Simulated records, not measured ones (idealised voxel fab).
Documented hereafter: the process module known as voxel self aligned vias.
Each square cell in cross-section cut measures 5 nm, and the section as a whole is 235 nm wide.
In this document a cross-section is written as a grid of square cells. It is given as a series of bands, listed from the top down, and a band is one or more rows of cells.
Heads up on the band format: heights come first, top then bottom, in nm. After that it's the materials left to right, each with its width in nm. A single material flagged "all across" fills the whole band edge to edge, and "air" means there's empty space there.
All heights in this document are referenced to 0, defined as the level beneath which the wafer, as received, consists entirely of one material. The lowest band is not bounded below; it extends indefinitely downward and is written in the form "top 0, no bottom".
Read "30->40" as a graded width: first number on top, second number at the bottom, same change between each pair of neighbouring rows.
"changes: none" -> step changed no cross-section cell.
Under "Sealed cavities" you'll find the enclosed gaps, the ones with no way out to the top, that are 8 cells or bigger; each reads width x height at distance, with distance counted from the left edge, everything in nm.
Note: text after step settings on the step line = simulator remark on that step.
overlay nm: step with mask; distance mask lay right of planned place; negative value = left of planned place.

Set out below are the planned steps of the process:
1,RECEIVE [material Si]
2,CONFORMAL_DEP [material SiO2] [thk nm 15]
3,CONFORMAL_DEP [material SiCN] [thk nm 5]
4,DIRECTIONAL_DEP [material SiO2] [thk nm 30]
5,MASKED_ETCH [tone open] [mask id LINES] [width nm 25] [pitch nm 60] [etch materials SiO2] [depth nm 30] [overlay nm 0]
6,CONFORMAL_DEP [material TiN] [thk nm 5]
7,FILL_DEP [material W] [thk nm 10]
8,CMP [height nm 50]
9,SELECTIVE_ETCH [etch materials W Ru TiN] [depth nm 5]
10,FILL_DEP [material SiN] [thk nm 5]
11,CMP [height nm 50]
12,DIRECTIONAL_DEP [material SiO2] [thk nm 15]
13,MASKED_ETCH [tone open] [mask id VIAS] [width nm 35] [pitch nm 60] [etch materials SiO2] [depth nm 15] [overlay nm 0]
14,MASKED_ETCH [tone open] [mask id VIAS] [width nm 35] [pitch nm 60] [etch materials SiN] [depth nm 5] [overlay nm 0]
15,CONFORMAL_DEP [material TiN] [thk nm 5]
16,FILL_DEP [material Cu] [thk nm 5]
17,CMP [height nm 65]
18,CONFORMAL_DEP [material SiCN] [thk nm 5]

Here's what the wafer looked like in cross-section when it arrived - that's after step 1:
- top 0, no bottom | Si all across
- Sealed cavities: none

A wafer at the end: this start, this plan, one mistake:
- top 70, bottom 65 | SiCN all across
- top 65, bottom 55 | Cu=65, then TiN=5, then SiO2=35, then TiN=5, then Cu=15, then TiN=5, then SiO2=35, then TiN=5, then Cu=65
- top 55, bottom 50 | TiN=70, then SiO2=35, then TiN=25, then SiO2=35, then TiN=70
- top 50, bottom 45 | SiO2=75, then SiN=25, then SiO2=35, then SiN=25, then SiO2=75
- top 45, bottom 25 | SiO2=75, then TiN=5, then W=15, then TiN=5, then SiO2=35, then TiN=5, then W=15, then TiN=5, then SiO2=75
- top 25, bottom 20 | SiO2=75, then TiN=25, then SiO2=35, then TiN=25, then SiO2=75
- top 20, bottom 15 | SiCN all across
- top 15, bottom 0 | SiO2 all across
- top 0, no bottom | Si all across
- Sealed cavities: none
Deviation noted in wafer processing: step 13, actual vs plan mismatch, actual run MASKED_ETCH [tone cover] [mask id VIAS] [width nm 35] [pitch nm 60] [etch materials SiO2] [depth nm 15] [overlay nm 0]
